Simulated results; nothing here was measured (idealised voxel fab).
The following is a process module called voxel gate over fins.
Xsec cut, 265 nm wide, square cell size 5 nm.
A cross-section is written here as square cells arranged in a grid, and it is given in bands from the top down, each band taking up one or more rows of cells. This entry defines a band. It first specifies the height of the band's top and the height of its bottom in nm, and then specifies the band's materials from left to right, stating each material with its width in nm. The word "throughout" identifies a single material that fills the band from edge to edge, while the word "air" identifies empty space. It should be noted that heights are counted from 0, beneath which the wafer as supplied is of one material throughout, and that the lowest band possesses no lower boundary but continues downward, as written in "0 -> down". So if you see something like "30..40" for the width, read it as the top row of the band sitting at the first number and the bottom row at the second, with every row in between moving by the same amount as the last. "stayed the same" -> step changed no cross-section cell. For the entry "Enclosed internal cavities", the listed items are empty spaces with no open way to the top whose size is 8 cells or more; each item follows the pattern width x height at distance, where distance is from the left edge and all three are in nm. after a step's settings: what the simulator itself notes on the step. The setting "overlay nm" may be written on the line of a step. When the step uses a mask, the value reports how far to the right of the planned place the mask lay, and a negative value reports that it lay to the left.

## Steps in the process plan
1,RECEIVE,material Si
2,CONFORMAL_DEP,material SiN,thk nm 10
3,MASKED_ETCH,tone cover,mask id FINS,width nm 15,pitch nm 45,etch materials SiN,depth nm 10,overlay nm 0
4,MASKED_ETCH,tone cover,mask id FINS,width nm 15,pitch nm 45,etch materials Si,depth nm 40,overlay nm 0
5,FILL_DEP,material SiO2,thk nm 5
6,CMP,height nm 10
7,SELECTIVE_ETCH,etch materials SiO2,depth nm 25
8,STRIP,etch materials SiN
9,CONFORMAL_DEP,material HfO2,thk nm 5
10,CONFORMAL_DEP,material TiN,thk nm 5
11,FILL_DEP,material W,thk nm 15
12,CMP,height nm 20
13,CONFORMAL_DEP,material SiCN,thk nm 10

## Cross-section of the wafer at receipt, which is the condition after step 1
    0 -> down  Si throughout
    Enclosed internal cavities: none

## Cross-section taken at module completion on the first of two wafers; processed per the plan
    30 -> 20  SiCN throughout
    20 -> 10  W throughout
    10 -> 5  W (70) | TiN (35) | W (10) | TiN (35) | W (10) | TiN (35) | W (70)
    5 -> 0  W (70) | TiN (5) | HfO2 (25) | TiN (5) | W (10) | TiN (5) | HfO2 (25) | TiN (5) | W (10) | TiN (5) | HfO2 (25) | TiN (5) | W (70)
    0 -> -5  W (70) | TiN (5) | HfO2 (5) | Si (15) | HfO2 (5) | TiN (5) | W (10) | TiN (5) | HfO2 (5) | Si (15) | HfO2 (5) | TiN (5) | W (10) | TiN (5) | HfO2 (5) | Si (15) | HfO2 (5) | TiN (5) | W (70)
    -5 -> -10  TiN (75) | HfO2 (5) | Si (15) | HfO2 (5) | TiN (20) | HfO2 (5) | Si (15) | HfO2 (5) | TiN (20) | HfO2 (5) | Si (15) | HfO2 (5) | TiN (75)
    -10 -> -15  HfO2 (80) | Si (15) | HfO2 (30) | Si (15) | HfO2 (30) | Si (15) | HfO2 (80)
    -15 -> -40  SiO2 (80) | Si (15) | SiO2 (30) | Si (15) | SiO2 (30) | Si (15) | SiO2 (80)
    -40 -> down  Si throughout
    Enclosed internal cavities: none

## This is the second of the two wafers, cross-sectioned at the end of the module; it started exactly like the first and was given the same plan, but it was run with one mistake
    30 -> 20  SiCN throughout
    20 -> 5  W throughout
    5 -> 0  W (75) | TiN (25) | W (20) | TiN (25) | W (20) | TiN (25) | W (75)
    0 -> -10  W (75) | TiN (5) | Si (15) | TiN (5) | W (20) | TiN (5) | Si (15) | TiN (5) | W (20) | TiN (5) | Si (15) | TiN (5) | W (75)
    -10 -> -15  TiN (80) | Si (15) | TiN (30) | Si (15) | TiN (30) | Si (15) | TiN (80)
    -15 -> -40  SiO2 (80) | Si (15) | SiO2 (30) | Si (15) | SiO2 (30) | Si (15) | SiO2 (80)
    -40 -> down  Si throughout
    Enclosed internal cavities: none
The mistake made against the process plan was this: step 9 of the plan: omitted, not performed
Bottom line after processing is that, in cells, the second wafer is up or down on some materials versus the first: 71 fewer of HfO2; 71 more of W
